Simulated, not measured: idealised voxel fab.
process module | voxel self aligned vias
cross-section cut | 155 nm wide | cells 5 nm
A cross-section is a grid of square cells, given in bands from the top down. A band is one or more rows of cells.
Each band's line starts with the height of the band's top and of its bottom, in nm. Then come its materials from left to right, each with its width in nm. One material with "throughout" fills the band from edge to edge. "air" is empty space.
Height 0 is the level under which the wafer as received is all one material. The lowest band goes on downwards, as in "0 down".
A width such as "30 to 40" changes by the same amount from each row of cells to the next, from the band's top row to its bottom row.
"no change" after a step means that no cell of the cross-section changed.
closed voids: empty space of 8 cells or more with no open way to the top, each as width x height at its distance from the left edge, in nm
after a step's settings: what the simulator itself notes on the step
overlay nm, on a step with a mask: how far to the right of its planned place the mask lay; to the left if negative
plan
1 op RECEIVE | material Si
2 op CONFORMAL_DEP | material SiO2 | thk nm 15
3 op CONFORMAL_DEP | material SiCN | thk nm 5
4 op DIRECTIONAL_DEP | material SiO2 | thk nm 20
5 op DIRECTIONAL_DEP | material aC | thk nm 15
6 op PATTERN | tone open | mask id LINES | material resist | width nm 20 | pitch nm 70 | thk nm 30 | overlay nm 0
7 op DIRECTIONAL_ETCH | etch materials aC | depth nm 15
8 op STRIP | etch materials resist
9 op DIRECTIONAL_ETCH | etch materials SiO2 | depth nm 20
10 op STRIP | etch materials aC
11 op CONFORMAL_DEP | material TiN | thk nm 5
12 op FILL_DEP | material W | thk nm 10
13 op CMP | height nm 40
14 op SELECTIVE_ETCH | etch materials W Ru TiN | depth nm 5
15 op FILL_DEP | material SiN | thk nm 10
16 op CMP | height nm 40
17 op DIRECTIONAL_DEP | material SiO2 | thk nm 20
18 op DIRECTIONAL_DEP | material aC | thk nm 10
19 op PATTERN | tone open | mask id VIAS | material resist | width nm 40 | thk nm 30 | overlay nm 0
20 op DIRECTIONAL_ETCH | etch materials aC | depth nm 10
21 op STRIP | etch materials resist
22 op DIRECTIONAL_ETCH | etch materials SiO2 | depth nm 20
23 op DIRECTIONAL_ETCH | etch materials SiN | depth nm 5
24 op STRIP | etch materials aC
25 op CONFORMAL_DEP | material TiN | thk nm 5
26 op FILL_DEP | material Cu | thk nm 5
27 op CMP | height nm 60
28 op CONFORMAL_DEP | material SiN | thk nm 5
as received, after step 1
  0 down: Si throughout
  closed voids: none
a wafer at the end: this start, this plan, one mistake
  65 to 60: SiN throughout
  60 to 45: SiO2 20 | TiN 5 | Cu 30 | TiN 5 | SiO2 95
  45 to 40: SiO2 20 | TiN 40 | SiO2 95
  40 to 35: SiCN throughout
  35 to 0: SiO2 throughout
  0 down: Si throughout
  closed voids: none
what went wrong: steps 3 and 4 were swapped
